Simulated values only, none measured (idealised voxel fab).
process module | voxel wiring stack
Xsec cut, 230 nm wide, square cell size 5 nm.
How to read a cross-section here: the picture is a grid of square cells, written as bands going from the top down, and any band can span one or more rows of cells. Heights first: top, then bottom, in nm. Then materials, left to right, each with a width in nm. "edge to edge" on a single material: fills the band edge to edge. "air": empty space. Height reference: 0 = level under which incoming wafer is all one material. Lowest band: no bottom, runs on downward, e.g. "0..down". Graded width ("30..40"): value in top row of band = first number; value in bottom row = second number; row-to-row change constant. Key: "nothing got changed" - step with no changed cell in the cross-section. What "Sealed void inventory" gives you is every empty space of 8 cells or more that is cut off from the top. Each appears as width x height at distance, with the distance taken from the left edge and width, height and distance all in nm. Step line, after settings: the simulator's comment on this step. Among the settings permitted on a step's line is "overlay nm"; applied to a step with a mask, it specifies the extent to which the mask lay to the right of its planned position, whereas a negative figure signifies a position to the left.
### Planned step list for the process
1) RECEIVE | material Si
2) CONFORMAL_DEP | material SiO2 | thk nm 10
3) DIRECTIONAL_DEP | material TiN | thk nm 5
4) DIRECTIONAL_DEP | material W | thk nm 15
5) MASKED_ETCH | tone cover | mask id METAL_1 | width nm 30 | pitch nm 60 | etch materials W | depth nm 15 | overlay nm 0
6) MASKED_ETCH | tone cover | mask id METAL_1 | width nm 30 | pitch nm 60 | etch materials TiN | depth nm 5 | overlay nm 0
7) FILL_DEP | material SiO2 | thk nm 5
8) CMP | height nm 30
9) CONFORMAL_DEP | material SiCN | thk nm 5
10) DIRECTIONAL_DEP | material SiO2 | thk nm 25
11) DIRECTIONAL_DEP | material aC | thk nm 10
12) PATTERN | tone open | mask id METAL_2_HOLES | material resist | width nm 15 | pitch nm 60 | thk nm 25 | overlay nm 0
13) DIRECTIONAL_ETCH | etch materials aC | depth nm 10
14) STRIP | etch materials resist
15) DIRECTIONAL_ETCH | etch materials SiO2 | depth nm 25
16) STRIP | etch materials aC
17) PATTERN | tone open | mask id METAL_2 | material resist | width nm 30 | pitch nm 60 | thk nm 20 | overlay nm 0
18) DIRECTIONAL_ETCH | etch materials SiO2 | depth nm 15
19) DIRECTIONAL_ETCH | etch materials SiCN | depth nm 5
20) STRIP | etch materials resist
21) CONFORMAL_DEP | material TiN | thk nm 5
22) FILL_DEP | material Cu | thk nm 5
23) CMP | height nm 60
24) CONFORMAL_DEP | material SiCN | thk nm 5
### Cross-section of the incoming wafer, state after step 1
    0..down | Si edge to edge
    Sealed void inventory: none
### Starting structure and process plan are as shown above, but one mistake was made in running the module; the wafer cross-section at the end of the module follows
    65..60 | SiCN edge to edge
    60..50 | 40 nm SiO2; 5 nm TiN; 5 nm Cu; 5 nm TiN; 45 nm SiO2; 5 nm TiN; 5 nm Cu; 5 nm TiN; 45 nm SiO2; 5 nm TiN; 5 nm Cu; 5 nm TiN; 55 nm SiO2
    50..45 | 40 nm SiO2; 15 nm TiN; 45 nm SiO2; 15 nm TiN; 45 nm SiO2; 15 nm TiN; 55 nm SiO2
    45..35 | SiO2 edge to edge
    35..30 | SiCN edge to edge
    30..15 | 40 nm SiO2; 30 nm W; 30 nm SiO2; 30 nm W; 30 nm SiO2; 30 nm W; 40 nm SiO2
    15..10 | 40 nm SiO2; 30 nm TiN; 30 nm SiO2; 30 nm TiN; 30 nm SiO2; 30 nm TiN; 40 nm SiO2
    10..0 | SiO2 edge to edge
    0..down | Si edge to edge
    Sealed void inventory: none
Short version of what went wrong: regarding the plan, step 10 was run twice
